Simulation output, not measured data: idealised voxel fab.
process module | voxel quadruple lines
cross-section cut | 180 nm wide | cells 5 nm
A cross-section is a grid of square cells, given in bands from the top down. A band is one or more rows of cells.
Each band's line starts with the height of the band's top and of its bottom, in nm. Then come its materials from left to right, each with its width in nm. One material with "throughout" fills the band from edge to edge. "air" is empty space.
Height 0 is the level under which the wafer as received is all one material. The lowest band goes on downwards, as in "0 down".
A width such as "30 to 40" changes by the same amount from each row of cells to the next, from the band's top row to its bottom row.
"no change" after a step means that no cell of the cross-section changed.
closed voids: empty space of 8 cells or more with no open way to the top, each as width x height at its distance from the left edge, in nm
after a step's settings: what the simulator itself notes on the step
overlay nm, on a step with a mask: how far to the right of its planned place the mask lay; to the left if negative
Each pair below shows a cross-section before one step and the cross-section after it, down to the lowest band that changed. The line under each pair gives the step between them, with its settings. The pairs can come from different runs of this module on the same starting wafer, so a pair continues from the pair above only where its "before" says so.
before
  0 down: Si throughout
  closed voids: none
after
  5 to 0: Al2O3 throughout
  below 0: unchanged
  closed voids: none
the step between: op CONFORMAL_DEP | material Al2O3 | thk nm 5
before: the cross-section after the pair above
after
  15 to 5: TiN throughout
  below 5: unchanged
  closed voids: none
the step between: op DIRECTIONAL_DEP | material TiN | thk nm 10
before: the cross-section after the pair above
after
  30 to 15: polySi throughout
  below 15: unchanged
  closed voids: none
the step between: op DIRECTIONAL_DEP | material polySi | thk nm 15
before: the cross-section after the pair above
after
  55 to 30: aC throughout
  below 30: unchanged
  closed voids: none
the step between: op DIRECTIONAL_DEP | material aC | thk nm 25
before: the cross-section after the pair above
after
  90 to 55: air 75 | resist 25 | air 80
  below 55: unchanged
  closed voids: none
the step between: op PATTERN | tone cover | mask id MANDREL | material resist | width nm 25 | thk nm 35 | overlay nm 0
before: the cross-section after the pair above
after
  65 to 55: air 75 | resist 25 | air 80
  55 to 30: air 75 | aC 25 | air 80
  below 30: unchanged
  closed voids: none
the step between: op DIRECTIONAL_ETCH | etch materials aC | depth nm 25
before: the cross-section after the pair above
after
  55 to 30: air 75 | aC 25 | air 80
  below 30: unchanged
  closed voids: none
the step between: op STRIP | etch materials resist
before: the cross-section after the pair above
after
  70 to 55: air 60 | SiO2 55 | air 65
  55 to 45: air 60 | SiO2 15 | aC 25 | SiO2 15 | air 65
  45 to 30: SiO2 75 | aC 25 | SiO2 80
  below 30: unchanged
  closed voids: none
the step between: op CONFORMAL_DEP | material SiO2 | thk nm 15
before: the cross-section after the pair above
after
  55 to 30: air 60 | SiO2 15 | aC 25 | SiO2 15 | air 65
  below 30: unchanged
  closed voids: none
the step between: op DIRECTIONAL_ETCH | etch materials SiO2 | depth nm 15
before: the cross-section after the pair above
after
  55 to 30: air 60 | SiO2 15 | air 25 | SiO2 15 | air 65
  below 30: unchanged
  closed voids: none
the step between: op STRIP | etch materials aC
before: the cross-section after the pair above
after
  55 to 30: air 60 | SiO2 15 | air 25 | SiO2 15 | air 65
  30 to 15: air 60 | polySi 15 | air 25 | polySi 15 | air 65
  below 15: unchanged
  closed voids: none
the step between: op DIRECTIONAL_ETCH | etch materials polySi | depth nm 15
before: the cross-section after the pair above
after
  30 to 15: air 60 | polySi 15 | air 25 | polySi 15 | air 65
  below 15: unchanged
  closed voids: none
the step between: op STRIP | etch materials SiO2
before: the cross-section after the pair above
after
  35 to 30: air 55 | SiCN 25 | air 15 | SiCN 25 | air 60
  30 to 20: air 55 | SiCN 5 | polySi 15 | SiCN 5 | air 15 | SiCN 5 | polySi 15 | SiCN 5 | air 60
  20 to 15: SiCN 60 | polySi 15 | SiCN 25 | polySi 15 | SiCN 65
  below 15: unchanged
  closed voids: none
the step between: op CONFORMAL_DEP | material SiCN | thk nm 5
before: the cross-section after the pair above
after
  30 to 15: air 55 | SiCN 5 | polySi 15 | SiCN 5 | air 15 | SiCN 5 | polySi 15 | SiCN 5 | air 60
  below 15: unchanged
  closed voids: none
the step between: op DIRECTIONAL_ETCH | etch materials SiCN | depth nm 5
before: the cross-section after the pair above
after
  30 to 15: air 55 | SiCN 5 | air 15 | SiCN 5 | air 15 | SiCN 5 | air 15 | SiCN 5 | air 60
  below 15: unchanged
  closed voids: none
the step between: op STRIP | etch materials polySi
before: the cross-section after the pair above
after
  30 to 15: air 55 | SiCN 5 | air 15 | SiCN 5 | air 15 | SiCN 5 | air 15 | SiCN 5 | air 60
  15 to 5: air 55 | TiN 5 | air 15 | TiN 5 | air 15 | TiN 5 | air 15 | TiN 5 | air 60
  below 5: unchanged
  closed voids: none
the step between: op DIRECTIONAL_ETCH | etch materials TiN | depth nm 10
before: the cross-section after the pair above
after
  15 to 5: air 55 | TiN 5 | air 15 | TiN 5 | air 15 | TiN 5 | air 15 | TiN 5 | air 60
  below 5: unchanged
  closed voids: none
the step between: op STRIP | etch materials SiCN
before
  0 down: Si throughout
  closed voids: none
after
  10 to 0: TiN throughout
  below 0: unchanged
  closed voids: none
the step between: op DIRECTIONAL_DEP | material TiN | thk nm 10
before: the cross-section after the pair above
after
  25 to 10: polySi throughout
  below 10: unchanged
  closed voids: none
the step between: op DIRECTIONAL_DEP | material polySi | thk nm 15
before: the cross-section after the pair above
after
  50 to 25: aC throughout
  below 25: unchanged
  closed voids: none
the step between: op DIRECTIONAL_DEP | material aC | thk nm 25
before: the cross-section after the pair above
after
  85 to 50: air 75 | resist 25 | air 80
  below 50: unchanged
  closed voids: none
the step between: op PATTERN | tone cover | mask id MANDREL | material resist | width nm 25 | thk nm 35 | overlay nm 0
before: the cross-section after the pair above
after
  60 to 50: air 75 | resist 25 | air 80
  50 to 25: air 75 | aC 25 | air 80
  below 25: unchanged
  closed voids: none
the step between: op DIRECTIONAL_ETCH | etch materials aC | depth nm 25
before: the cross-section after the pair above
after
  50 to 25: air 75 | aC 25 | air 80
  below 25: unchanged
  closed voids: none
the step between: op STRIP | etch materials resist
before: the cross-section after the pair above
after
  65 to 50: air 60 | SiO2 55 | air 65
  50 to 40: air 60 | SiO2 15 | aC 25 | SiO2 15 | air 65
  40 to 25: SiO2 75 | aC 25 | SiO2 80
  below 25: unchanged
  closed voids: none
the step between: op CONFORMAL_DEP | material SiO2 | thk nm 15
before: the cross-section after the pair above
after
  50 to 25: air 60 | SiO2 15 | aC 25 | SiO2 15 | air 65
  below 25: unchanged
  closed voids: none
the step between: op DIRECTIONAL_ETCH | etch materials SiO2 | depth nm 15
before: the cross-section after the pair above
after
  50 to 25: air 60 | SiO2 15 | air 25 | SiO2 15 | air 65
  below 25: unchanged
  closed voids: none
the step between: op STRIP | etch materials aC
before: the cross-section after the pair above
after
  50 to 25: air 60 | SiO2 15 | air 25 | SiO2 15 | air 65
  25 to 10: air 60 | polySi 15 | air 25 | polySi 15 | air 65
  below 10: unchanged
  closed voids: none
the step between: op DIRECTIONAL_ETCH | etch materials polySi | depth nm 15
before: the cross-section after the pair above
after
  25 to 10: air 60 | polySi 15 | air 25 | polySi 15 | air 65
  below 10: unchanged
  closed voids: none
the step between: op STRIP | etch materials SiO2
before: the cross-section after the pair above
after
  30 to 25: air 55 | SiCN 25 | air 15 | SiCN 25 | air 60
  25 to 15: air 55 | SiCN 5 | polySi 15 | SiCN 5 | air 15 | SiCN 5 | polySi 15 | SiCN 5 | air 60
  15 to 10: SiCN 60 | polySi 15 | SiCN 25 | polySi 15 | SiCN 65
  below 10: unchanged
  closed voids: none
the step between: op CONFORMAL_DEP | material SiCN | thk nm 5
before: the cross-section after the pair above
after
  25 to 10: air 55 | SiCN 5 | polySi 15 | SiCN 5 | air 15 | SiCN 5 | polySi 15 | SiCN 5 | air 60
  below 10: unchanged
  closed voids: none
the step between: op DIRECTIONAL_ETCH | etch materials SiCN | depth nm 5
before: the cross-section after the pair above
after
  25 to 10: air 55 | SiCN 5 | air 15 | SiCN 5 | air 15 | SiCN 5 | air 15 | SiCN 5 | air 60
  below 10: unchanged
  closed voids: none
the step between: op STRIP | etch materials polySi
before: the cross-section after the pair above
after
  25 to 10: air 55 | SiCN 5 | air 15 | SiCN 5 | air 15 | SiCN 5 | air 15 | SiCN 5 | air 60
  10 to 0: air 55 | TiN 5 | air 15 | TiN 5 | air 15 | TiN 5 | air 15 | TiN 5 | air 60
  below 0: unchanged
  closed voids: none
the step between: op DIRECTIONAL_ETCH | etch materials TiN | depth nm 10
before: the cross-section after the pair above
after
  10 to 0: air 55 | TiN 5 | air 15 | TiN 5 | air 15 | TiN 5 | air 15 | TiN 5 | air 60
  below 0: unchanged
  closed voids: none
the step between: op STRIP | etch materials SiCN
before
  30 to 15: air 55 | SiCN 5 | polySi 15 | SiCN 5 | air 15 | SiCN 5 | polySi 15 | SiCN 5 | air 60
  15 to 5: TiN throughout
  5 to 0: Al2O3 throughout
  0 down: Si throughout
  closed voids: none
after
  30 to 25: air 60 | polySi 15 | air 25 | polySi 15 | air 65
  below 25: unchanged
  closed voids: none
the step between: op DIRECTIONAL_ETCH | etch materials SiCN | depth nm 5
before: the cross-section after the pair above
after
  25 to 15: air 55 | SiCN 5 | air 15 | SiCN 5 | air 15 | SiCN 5 | air 15 | SiCN 5 | air 60
  below 15: unchanged
  closed voids: none
the step between: op STRIP | etch materials polySi
before: the cross-section after the pair above
after
  25 to 15: air 55 | SiCN 5 | air 15 | SiCN 5 | air 15 | SiCN 5 | air 15 | SiCN 5 | air 60
  15 to 5: air 55 | TiN 5 | air 15 | TiN 5 | air 15 | TiN 5 | air 15 | TiN 5 | air 60
  below 5: unchanged
  closed voids: none
the step between: op DIRECTIONAL_ETCH | etch materials TiN | depth nm 10
before: the cross-section after the pair above
after
  15 to 5: air 55 | TiN 5 | air 15 | TiN 5 | air 15 | TiN 5 | air 15 | TiN 5 | air 60
  below 5: unchanged
  closed voids: none
the step between: op STRIP | etch materials SiCN
before
  15 to 5: TiN throughout
  5 to 0: Al2O3 throughout
  0 down: Si throughout
  closed voids: none
after
  40 to 15: aC throughout
  below 15: unchanged
  closed voids: none
the step between: op DIRECTIONAL_DEP | material aC | thk nm 25
before: the cross-section after the pair above
after
  55 to 40: polySi throughout
  below 40: unchanged
  closed voids: none
the step between: op DIRECTIONAL_DEP | material polySi | thk nm 15
before: the cross-section after the pair above
after
  90 to 55: air 75 | resist 25 | air 80
  below 55: unchanged
  closed voids: none
the step between: op PATTERN | tone cover | mask id MANDREL | material resist | width nm 25 | thk nm 35 | overlay nm 0
before: the cross-section after the pair above
after
  65 to 55: air 75 | resist 25 | air 80
  below 55: unchanged
  closed voids: none
the step between: op DIRECTIONAL_ETCH | etch materials aC | depth nm 25
before: the cross-section after the pair above
after
  55 to 40: polySi throughout
  below 40: unchanged
  closed voids: none
the step between: op STRIP | etch materials resist
before: the cross-section after the pair above
after
  70 to 55: SiO2 throughout
  below 55: unchanged
  closed voids: none
the step between: op CONFORMAL_DEP | material SiO2 | thk nm 15
before: the cross-section after the pair above
after
  55 to 40: polySi throughout
  below 40: unchanged
  closed voids: none
the step between: op DIRECTIONAL_ETCH | etch materials SiO2 | depth nm 15
before: the cross-section after the pair above
after
  40 to 15: aC throughout
  below 15: unchanged
  closed voids: none
the step between: op DIRECTIONAL_ETCH | etch materials polySi | depth nm 15
before: the cross-section after the pair above
after
  45 to 40: SiCN throughout
  below 40: unchanged
  closed voids: none
the step between: op CONFORMAL_DEP | material SiCN | thk nm 5
before: the cross-section after the pair above
after
  40 to 15: aC throughout
  below 15: unchanged
  closed voids: none
the step between: op DIRECTIONAL_ETCH | etch materials SiCN | depth nm 5
before
  55 to 30: air 75 | aC 25 | air 80
  30 to 15: polySi throughout
  15 to 5: TiN throughout
  5 to 0: Al2O3 throughout
  0 down: Si throughout
  closed voids: none
after
  60 to 55: air 70 | SiO2 35 | air 75
  55 to 35: air 70 | SiO2 5 | aC 25 | SiO2 5 | air 75
  35 to 30: SiO2 75 | aC 25 | SiO2 80
  below 30: unchanged
  closed voids: none
the step between: op CONFORMAL_DEP | material SiO2 | thk nm 5
before: the cross-section after the pair above
after
  55 to 45: air 75 | aC 25 | air 80
  45 to 30: air 70 | SiO2 5 | aC 25 | SiO2 5 | air 75
  below 30: unchanged
  closed voids: none
the step between: op DIRECTIONAL_ETCH | etch materials SiO2 | depth nm 15
before: the cross-section after the pair above
after
  45 to 30: air 70 | SiO2 5 | air 25 | SiO2 5 | air 75
  below 30: unchanged
  closed voids: none
the step between: op STRIP | etch materials aC
before: the cross-section after the pair above
after
  45 to 30: air 70 | SiO2 5 | air 25 | SiO2 5 | air 75
  30 to 15: air 70 | polySi 5 | air 25 | polySi 5 | air 75
  below 15: unchanged
  closed voids: none
the step between: op DIRECTIONAL_ETCH | etch materials polySi | depth nm 15
before: the cross-section after the pair above
after
  30 to 15: air 70 | polySi 5 | air 25 | polySi 5 | air 75
  below 15: unchanged
  closed voids: none
the step between: op STRIP | etch materials SiO2
before: the cross-section after the pair above
after
  35 to 30: air 65 | SiCN 15 | air 15 | SiCN 15 | air 70
  30 to 20: air 65 | SiCN 5 | polySi 5 | SiCN 5 | air 15 | SiCN 5 | polySi 5 | SiCN 5 | air 70
  20 to 15: SiCN 70 | polySi 5 | SiCN 25 | polySi 5 | SiCN 75
  below 15: unchanged
  closed voids: none
the step between: op CONFORMAL_DEP | material SiCN | thk nm 5
before: the cross-section after the pair above
after
  30 to 15: air 65 | SiCN 5 | polySi 5 | SiCN 5 | air 15 | SiCN 5 | polySi 5 | SiCN 5 | air 70
  below 15: unchanged
  closed voids: none
the step between: op DIRECTIONAL_ETCH | etch materials SiCN | depth nm 5
before: the cross-section after the pair above
after
  30 to 15: air 65 | SiCN 5 | air 5 | SiCN 5 | air 15 | SiCN 5 | air 5 | SiCN 5 | air 70
  below 15: unchanged
  closed voids: none
the step between: op STRIP | etch materials polySi
before: the cross-section after the pair above
after
  30 to 15: air 65 | SiCN 5 | air 5 | SiCN 5 | air 15 | SiCN 5 | air 5 | SiCN 5 | air 70
  15 to 5: air 65 | TiN 5 | air 5 | TiN 5 | air 15 | TiN 5 | air 5 | TiN 5 | air 70
  below 5: unchanged
  closed voids: none
the step between: op DIRECTIONAL_ETCH | etch materials TiN | depth nm 10
before: the cross-section after the pair above
after
  15 to 5: air 65 | TiN 5 | air 5 | TiN 5 | air 15 | TiN 5 | air 5 | TiN 5 | air 70
  below 5: unchanged
  closed voids: none
the step between: op STRIP | etch materials SiCN
before
  55 to 30: aC throughout
  30 to 15: polySi throughout
  15 to 5: TiN throughout
  5 to 0: Al2O3 throughout
  0 down: Si throughout
  closed voids: none
after
  90 to 55: air 70 | resist 35 | air 75
  below 55: unchanged
  closed voids: none
the step between: op PATTERN | tone cover | mask id MANDREL | material resist | width nm 35 | thk nm 35 | overlay nm 0
before: the cross-section after the pair above
after
  65 to 55: air 70 | resist 35 | air 75
  55 to 30: air 70 | aC 35 | air 75
  below 30: unchanged
  closed voids: none
the step between: op DIRECTIONAL_ETCH | etch materials aC | depth nm 25
before: the cross-section after the pair above
after
  55 to 30: air 70 | aC 35 | air 75
  below 30: unchanged
  closed voids: none
the step between: op STRIP | etch materials resist
before: the cross-section after the pair above
after
  70 to 55: air 55 | SiO2 65 | air 60
  55 to 45: air 55 | SiO2 15 | aC 35 | SiO2 15 | air 60
  45 to 30: SiO2 70 | aC 35 | SiO2 75
  below 30: unchanged
  closed voids: none
the step between: op CONFORMAL_DEP | material SiO2 | thk nm 15
before: the cross-section after the pair above
after
  55 to 30: air 55 | SiO2 15 | aC 35 | SiO2 15 | air 60
  below 30: unchanged
  closed voids: none
the step between: op DIRECTIONAL_ETCH | etch materials SiO2 | depth nm 15
before: the cross-section after the pair above
after
  55 to 30: air 55 | SiO2 15 | air 35 | SiO2 15 | air 60
  below 30: unchanged
  closed voids: none
the step between: op STRIP | etch materials aC
before: the cross-section after the pair above
after
  55 to 30: air 55 | SiO2 15 | air 35 | SiO2 15 | air 60
  30 to 15: air 55 | polySi 15 | air 35 | polySi 15 | air 60
  below 15: unchanged
  closed voids: none
the step between: op DIRECTIONAL_ETCH | etch materials polySi | depth nm 15
before: the cross-section after the pair above
after
  30 to 15: air 55 | polySi 15 | air 35 | polySi 15 | air 60
  below 15: unchanged
  closed voids: none
the step between: op STRIP | etch materials SiO2
before: the cross-section after the pair above
after
  35 to 30: air 50 | SiCN 25 | air 25 | SiCN 25 | air 55
  30 to 20: air 50 | SiCN 5 | polySi 15 | SiCN 5 | air 25 | SiCN 5 | polySi 15 | SiCN 5 | air 55
  20 to 15: SiCN 55 | polySi 15 | SiCN 35 | polySi 15 | SiCN 60
  below 15: unchanged
  closed voids: none
the step between: op CONFORMAL_DEP | material SiCN | thk nm 5
before: the cross-section after the pair above
after
  30 to 15: air 50 | SiCN 5 | polySi 15 | SiCN 5 | air 25 | SiCN 5 | polySi 15 | SiCN 5 | air 55
  below 15: unchanged
  closed voids: none
the step between: op DIRECTIONAL_ETCH | etch materials SiCN | depth nm 5
before: the cross-section after the pair above
after
  30 to 15: air 50 | SiCN 5 | air 15 | SiCN 5 | air 25 | SiCN 5 | air 15 | SiCN 5 | air 55
  below 15: unchanged
  closed voids: none
the step between: op STRIP | etch materials polySi
before: the cross-section after the pair above
after
  30 to 15: air 50 | SiCN 5 | air 15 | SiCN 5 | air 25 | SiCN 5 | air 15 | SiCN 5 | air 55
  15 to 5: air 50 | TiN 5 | air 15 | TiN 5 | air 25 | TiN 5 | air 15 | TiN 5 | air 55
  below 5: unchanged
  closed voids: none
the step between: op DIRECTIONAL_ETCH | etch materials TiN | depth nm 10
before: the cross-section after the pair above
after
  15 to 5: air 50 | TiN 5 | air 15 | TiN 5 | air 25 | TiN 5 | air 15 | TiN 5 | air 55
  below 5: unchanged
  closed voids: none
the step between: op STRIP | etch materials SiCN
before
  55 to 30: aC throughout
  30 to 15: polySi throughout
  15 to 5: TiN throughout
  5 to 0: Al2O3 throughout
  0 down: Si throughout
  closed voids: none
after
  90 to 55: air 85 | resist 25 | air 70
  below 55: unchanged
  closed voids: none
the step between: op PATTERN | tone cover | mask id MANDREL | material resist | width nm 25 | thk nm 35 | overlay nm 10
before: the cross-section after the pair above
after
  65 to 55: air 85 | resist 25 | air 70
  55 to 30: air 85 | aC 25 | air 70
  below 30: unchanged
  closed voids: none
the step between: op DIRECTIONAL_ETCH | etch materials aC | depth nm 25
before: the cross-section after the pair above
after
  55 to 30: air 85 | aC 25 | air 70
  below 30: unchanged
  closed voids: none
the step between: op STRIP | etch materials resist
before: the cross-section after the pair above
after
  70 to 55: air 70 | SiO2 55 | air 55
  55 to 45: air 70 | SiO2 15 | aC 25 | SiO2 15 | air 55
  45 to 30: SiO2 85 | aC 25 | SiO2 70
  below 30: unchanged
  closed voids: none
the step between: op CONFORMAL_DEP | material SiO2 | thk nm 15
before: the cross-section after the pair above
after
  55 to 30: air 70 | SiO2 15 | aC 25 | SiO2 15 | air 55
  below 30: unchanged
  closed voids: none
the step between: op DIRECTIONAL_ETCH | etch materials SiO2 | depth nm 15
before: the cross-section after the pair above
after
  55 to 30: air 70 | SiO2 15 | air 25 | SiO2 15 | air 55
  below 30: unchanged
  closed voids: none
the step between: op STRIP | etch materials aC
before: the cross-section after the pair above
after
  55 to 30: air 70 | SiO2 15 | air 25 | SiO2 15 | air 55
  30 to 15: air 70 | polySi 15 | air 25 | polySi 15 | air 55
  below 15: unchanged
  closed voids: none
the step between: op DIRECTIONAL_ETCH | etch materials polySi | depth nm 15
before: the cross-section after the pair above
after
  30 to 15: air 70 | polySi 15 | air 25 | polySi 15 | air 55
  below 15: unchanged
  closed voids: none
the step between: op STRIP | etch materials SiO2
before: the cross-section after the pair above
after
  35 to 30: air 65 | SiCN 25 | air 15 | SiCN 25 | air 50
  30 to 20: air 65 | SiCN 5 | polySi 15 | SiCN 5 | air 15 | SiCN 5 | polySi 15 | SiCN 5 | air 50
  20 to 15: SiCN 70 | polySi 15 | SiCN 25 | polySi 15 | SiCN 55
  below 15: unchanged
  closed voids: none
the step between: op CONFORMAL_DEP | material SiCN | thk nm 5
before: the cross-section after the pair above
after
  30 to 15: air 65 | SiCN 5 | polySi 15 | SiCN 5 | air 15 | SiCN 5 | polySi 15 | SiCN 5 | air 50
  below 15: unchanged
  closed voids: none
the step between: op DIRECTIONAL_ETCH | etch materials SiCN | depth nm 5
before: the cross-section after the pair above
after
  30 to 15: air 65 | SiCN 5 | air 15 | SiCN 5 | air 15 | SiCN 5 | air 15 | SiCN 5 | air 50
  below 15: unchanged
  closed voids: none
the step between: op STRIP | etch materials polySi
before: the cross-section after the pair above
after
  30 to 15: air 65 | SiCN 5 | air 15 | SiCN 5 | air 15 | SiCN 5 | air 15 | SiCN 5 | air 50
  15 to 5: air 65 | TiN 5 | air 15 | TiN 5 | air 15 | TiN 5 | air 15 | TiN 5 | air 50
  below 5: unchanged
  closed voids: none
the step between: op DIRECTIONAL_ETCH | etch materials TiN | depth nm 10
before: the cross-section after the pair above
after
  15 to 5: air 65 | TiN 5 | air 15 | TiN 5 | air 15 | TiN 5 | air 15 | TiN 5 | air 50
  below 5: unchanged
  closed voids: none
the step between: op STRIP | etch materials SiCN
before
  5 to 0: Al2O3 throughout
  0 down: Si throughout
  closed voids: none
after
  15 to 5: aC throughout
  below 5: unchanged
  closed voids: none
the step between: op DIRECTIONAL_DEP | material aC | thk nm 10
before: the cross-section after the pair above
after
  30 to 15: polySi throughout
  below 15: unchanged
  closed voids: none
the step between: op DIRECTIONAL_DEP | material polySi | thk nm 15
before: the cross-section after the pair above
after
  55 to 30: aC throughout
  below 30: unchanged
  closed voids: none
the step between: op DIRECTIONAL_DEP | material aC | thk nm 25
before: the cross-section after the pair above
after
  90 to 55: air 75 | resist 25 | air 80
  below 55: unchanged
  closed voids: none
the step between: op PATTERN | tone cover | mask id MANDREL | material resist | width nm 25 | thk nm 35 | overlay nm 0
before: the cross-section after the pair above
after
  65 to 55: air 75 | resist 25 | air 80
  55 to 30: air 75 | aC 25 | air 80
  below 30: unchanged
  closed voids: none
the step between: op DIRECTIONAL_ETCH | etch materials aC | depth nm 25
before: the cross-section after the pair above
after
  55 to 30: air 75 | aC 25 | air 80
  below 30: unchanged
  closed voids: none
the step between: op STRIP | etch materials resist
before: the cross-section after the pair above
after
  70 to 55: air 60 | SiO2 55 | air 65
  55 to 45: air 60 | SiO2 15 | aC 25 | SiO2 15 | air 65
  45 to 30: SiO2 75 | aC 25 | SiO2 80
  below 30: unchanged
  closed voids: none
the step between: op CONFORMAL_DEP | material SiO2 | thk nm 15
before: the cross-section after the pair above
after
  55 to 30: air 60 | SiO2 15 | aC 25 | SiO2 15 | air 65
  below 30: unchanged
  closed voids: none
the step between: op DIRECTIONAL_ETCH | etch materials SiO2 | depth nm 15
before: the cross-section after the pair above
after
  55 to 30: air 60 | SiO2 15 | air 25 | SiO2 15 | air 65
  below 30: unchanged
  closed voids: none
the step between: op STRIP | etch materials aC
before: the cross-section after the pair above
after
  55 to 30: air 60 | SiO2 15 | air 25 | SiO2 15 | air 65
  30 to 15: air 60 | polySi 15 | air 25 | polySi 15 | air 65
  below 15: unchanged
  closed voids: none
the step between: op DIRECTIONAL_ETCH | etch materials polySi | depth nm 15
before: the cross-section after the pair above
after
  30 to 15: air 60 | polySi 15 | air 25 | polySi 15 | air 65
  below 15: unchanged
  closed voids: none
the step between: op STRIP | etch materials SiO2
before: the cross-section after the pair above
after
  35 to 30: air 55 | SiCN 25 | air 15 | SiCN 25 | air 60
  30 to 20: air 55 | SiCN 5 | polySi 15 | SiCN 5 | air 15 | SiCN 5 | polySi 15 | SiCN 5 | air 60
  20 to 15: SiCN 60 | polySi 15 | SiCN 25 | polySi 15 | SiCN 65
  below 15: unchanged
  closed voids: none
the step between: op CONFORMAL_DEP | material SiCN | thk nm 5
before: the cross-section after the pair above
after
  30 to 15: air 55 | SiCN 5 | polySi 15 | SiCN 5 | air 15 | SiCN 5 | polySi 15 | SiCN 5 | air 60
  below 15: unchanged
  closed voids: none
the step between: op DIRECTIONAL_ETCH | etch materials SiCN | depth nm 5
before: the cross-section after the pair above
after
  30 to 15: air 55 | SiCN 5 | air 15 | SiCN 5 | air 15 | SiCN 5 | air 15 | SiCN 5 | air 60
  below 15: unchanged
  closed voids: none
the step between: op STRIP | etch materials polySi
before: the cross-section after the pair above
after
  15 to 5: aC throughout
  below 5: unchanged
  closed voids: none
the step between: op STRIP | etch materials SiCN
before
  55 to 30: aC throughout
  30 to 15: polySi throughout
  15 to 5: TiN throughout
  5 to 0: Al2O3 throughout
  0 down: Si throughout
  closed voids: none
after
  90 to 55: resist 75 | air 25 | resist 80
  below 55: unchanged
  closed voids: none
the step between: op PATTERN | tone open | mask id MANDREL | material resist | width nm 25 | thk nm 35 | overlay nm 0
before: the cross-section after the pair above
after
  65 to 55: resist 75 | air 25 | resist 80
  55 to 30: aC 75 | air 25 | aC 80
  below 30: unchanged
  closed voids: none
the step between: op DIRECTIONAL_ETCH | etch materials aC | depth nm 25
before: the cross-section after the pair above
after
  55 to 30: aC 75 | air 25 | aC 80
  below 30: unchanged
  closed voids: none
the step between: op STRIP | etch materials resist
before: the cross-section after the pair above
after
  70 to 55: SiO2 throughout
  55 to 30: aC 75 | SiO2 25 | aC 80
  below 30: unchanged
  closed voids: none
the step between: op CONFORMAL_DEP | material SiO2 | thk nm 15
before: the cross-section after the pair above
after
  55 to 30: aC 75 | SiO2 25 | aC 80
  below 30: unchanged
  closed voids: none
the step between: op DIRECTIONAL_ETCH | etch materials SiO2 | depth nm 15
before: the cross-section after the pair above
after
  55 to 30: air 75 | SiO2 25 | air 80
  below 30: unchanged
  closed voids: none
the step between: op STRIP | etch materials aC
before: the cross-section after the pair above
after
  55 to 30: air 75 | SiO2 25 | air 80
  30 to 15: air 75 | polySi 25 | air 80
  below 15: unchanged
  closed voids: none
the step between: op DIRECTIONAL_ETCH | etch materials polySi | depth nm 15
before: the cross-section after the pair above
after
  30 to 15: air 75 | polySi 25 | air 80
  below 15: unchanged
  closed voids: none
the step between: op STRIP | etch materials SiO2
before: the cross-section after the pair above
after
  35 to 30: air 70 | SiCN 35 | air 75
  30 to 20: air 70 | SiCN 5 | polySi 25 | SiCN 5 | air 75
  20 to 15: SiCN 75 | polySi 25 | SiCN 80
  below 15: unchanged
  closed voids: none
the step between: op CONFORMAL_DEP | material SiCN | thk nm 5
before: the cross-section after the pair above
after
  30 to 15: air 70 | SiCN 5 | polySi 25 | SiCN 5 | air 75
  below 15: unchanged
  closed voids: none
the step between: op DIRECTIONAL_ETCH | etch materials SiCN | depth nm 5
before: the cross-section after the pair above
after
  30 to 15: air 70 | SiCN 5 | air 25 | SiCN 5 | air 75
  below 15: unchanged
  closed voids: none
the step between: op STRIP | etch materials polySi
before: the cross-section after the pair above
after
  30 to 15: air 70 | SiCN 5 | air 25 | SiCN 5 | air 75
  15 to 5: air 70 | TiN 5 | air 25 | TiN 5 | air 75
  below 5: unchanged
  closed voids: none
the step between: op DIRECTIONAL_ETCH | etch materials TiN | depth nm 10
before: the cross-section after the pair above
after
  15 to 5: air 70 | TiN 5 | air 25 | TiN 5 | air 75
  below 5: unchanged
  closed voids: none
the step between: op STRIP | etch materials SiCN
